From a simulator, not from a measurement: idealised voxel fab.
The name of this process module is voxel released beams.
FYI the section here is cut, 290 nm wide, cells are 5 nm squares.
Cross-section layout: square cells on a grid; listed as bands, top to bottom; a band spans one or more cell rows.
What a band's entry tells you: where the top is and where the bottom is, as heights in nm, and after that what lies inside, material by material from left to right, each with its width in nm. Empty space is written as the word "empty", and a single material marked with the word "full width" occupies the band from edge to edge.
Height 0 is the level under which the wafer as received is all one material. The lowest band goes on downwards, as in "0 -> down".
The two numbers in a width such as "30..40" mark its ends across the band: the first belongs to the top row of cells, the second to the bottom row, and from each row to the next the width moves by the same amount.
Where a step carries "all unchanged", the cross-section came out of it unchanged, cell for cell.
Enclosed voids (no open way to top), threshold 8 cells or more, entry "Enclosed internal voids", notation width x height at distance, distance from left edge, nm.
Past the settings on a step's line: simulator remark, on that step.
What "overlay nm" on a step's line means: if the step has a mask, that mask lay this far to the right of its planned place, or, when the value is negative, to the left.

The process steps that were planned are listed below
| 1 | op RECEIVE | material Si |
| 2 | op CONFORMAL_DEP | material SiN | thk nm 10 |
| 3 | op DIRECTIONAL_DEP | material SiO2 | thk nm 10 |
| 4 | op MASKED_ETCH | tone open | mask id ANCHOR | width nm 40 | etch materials SiO2 | depth nm 10 | overlay nm 0 |
| 5 | op CONFORMAL_DEP | material TiN | thk nm 15 |
| 6 | op DIRECTIONAL_DEP | material aC | thk nm 15 |
| 7 | op PATTERN | tone cover | mask id BEAM | material resist | width nm 100 | thk nm 35 | overlay nm 0 |
| 8 | op DIRECTIONAL_ETCH | etch materials aC | depth nm 15 |
| 9 | op STRIP | etch materials resist |
| 10 | op DIRECTIONAL_ETCH | etch materials TiN | depth nm 15 |
| 11 | op STRIP | etch materials aC |
| 12 | op STRIP | etch materials SiO2 |

The first of two wafers, run as planned

So this is the incoming wafer in cross-section - it's already been through step 1
	0 -> down = Si full width
	Enclosed internal voids: none

Once step 2 is through, the wafer looks like this in cross-section
	10 -> 0 = SiN full width
	No changes below 0.

Once step 3 is through, the wafer looks like this in cross-section
	20 -> 10 = SiO2 full width
	No changes below 10.

Once step 4 is through, the wafer looks like this in cross-section
	20 -> 10 = SiO2: 95 | empty: 40 | SiO2: 155
	No changes below 10.

Once step 5 is through, the wafer looks like this in cross-section
	35 -> 25 = TiN: 110 | empty: 10 | TiN: 170
	25 -> 20 = TiN full width
	20 -> 10 = SiO2: 95 | TiN: 40 | SiO2: 155
	No changes below 10.

Once step 6 is through, the wafer looks like this in cross-section
	50 -> 40 = aC: 110 | empty: 10 | aC: 170
	40 -> 35 = aC full width
	35 -> 25 = TiN: 110 | aC: 10 | TiN: 170
	No changes below 25.

Once step 7 is through, the wafer looks like this in cross-section
	85 -> 50 = empty: 90 | resist: 100 | empty: 100
	50 -> 40 = aC: 110 | resist: 10 | aC: 170
	No changes below 40.

Once step 8 is through, the wafer looks like this in cross-section
	70 -> 50 = empty: 90 | resist: 100 | empty: 100
	50 -> 40 = empty: 90 | aC: 20 | resist: 10 | aC: 70 | empty: 100
	40 -> 35 = empty: 90 | aC: 100 | empty: 100
	No changes below 35.

Once step 9 is through, the wafer looks like this in cross-section
	50 -> 40 = empty: 90 | aC: 20 | empty: 10 | aC: 70 | empty: 100
	No changes below 40.

Once step 10 is through, the wafer looks like this in cross-section
	50 -> 40 = empty: 90 | aC: 20 | empty: 10 | aC: 70 | empty: 100
	40 -> 35 = empty: 90 | aC: 100 | empty: 100
	35 -> 25 = empty: 90 | TiN: 20 | aC: 10 | TiN: 70 | empty: 100
	25 -> 20 = empty: 90 | TiN: 100 | empty: 100
	No changes below 20.

Once step 11 is through, the wafer looks like this in cross-section
	35 -> 25 = empty: 90 | TiN: 20 | empty: 10 | TiN: 70 | empty: 100
	No changes below 25.

Once step 12 is through, the wafer looks like this in cross-section
	35 -> 25 = empty: 90 | TiN: 20 | empty: 10 | TiN: 70 | empty: 100
	25 -> 20 = empty: 90 | TiN: 100 | empty: 100
	20 -> 10 = empty: 95 | TiN: 40 | empty: 155
	No changes below 10.

Second wafer: same start and same plan as the first, one execution error; identical to the first through step 3

Cross-section: second wafer, time at which step 4 was scheduled to end
	20 -> 10 = empty: 95 | SiO2: 40 | empty: 155
	No changes below 10.

Cross-section: second wafer, time at which step 5 was scheduled to end
	35 -> 25 = empty: 80 | TiN: 70 | empty: 140
	25 -> 20 = TiN full width
	20 -> 10 = TiN: 95 | SiO2: 40 | TiN: 155
	No changes below 10.

Cross-section: second wafer, time at which step 6 was scheduled to end
	50 -> 40 = empty: 80 | aC: 70 | empty: 140
	40 -> 35 = aC full width
	35 -> 25 = aC: 80 | TiN: 70 | aC: 140
	No changes below 25.

Cross-section: second wafer, time at which step 7 was scheduled to end
	85 -> 50 = empty: 90 | resist: 100 | empty: 100
	50 -> 40 = empty: 80 | aC: 70 | resist: 40 | empty: 100
	No changes below 40.

Cross-section: second wafer, time at which step 8 was scheduled to end
	70 -> 50 = empty: 90 | resist: 100 | empty: 100
	50 -> 40 = empty: 90 | aC: 60 | resist: 40 | empty: 100
	40 -> 35 = empty: 90 | aC: 100 | empty: 100
	35 -> 25 = empty: 80 | TiN: 70 | aC: 40 | empty: 100
	No changes below 25.

Cross-section: second wafer, time at which step 9 was scheduled to end
	50 -> 40 = empty: 90 | aC: 60 | empty: 140
	No changes below 40.

Cross-section: second wafer, time at which step 10 was scheduled to end
	50 -> 40 = empty: 90 | aC: 60 | empty: 140
	40 -> 35 = empty: 90 | aC: 100 | empty: 100
	35 -> 25 = empty: 90 | TiN: 60 | aC: 40 | empty: 100
	25 -> 20 = empty: 90 | TiN: 100 | empty: 100
	20 -> 10 = empty: 80 | TiN: 15 | SiO2: 40 | TiN: 55 | empty: 100
	No changes below 10.

Cross-section: second wafer, time at which step 11 was scheduled to end
	35 -> 25 = empty: 90 | TiN: 60 | empty: 140
	No changes below 25.

Cross-section: second wafer, time at which step 12 was scheduled to end: all unchanged
It is concluded that the wafer was processed incorrectly with respect to the plan, in that for step 4, the planned setting was not used; the step was instead run as op MASKED_ETCH | tone cover | mask id ANCHOR | width nm 40 | etch materials SiO2 | depth nm 10 | overlay nm 0
Count the cells at the end and the second wafer has more or fewer of some materials than the first: SiO2 +16
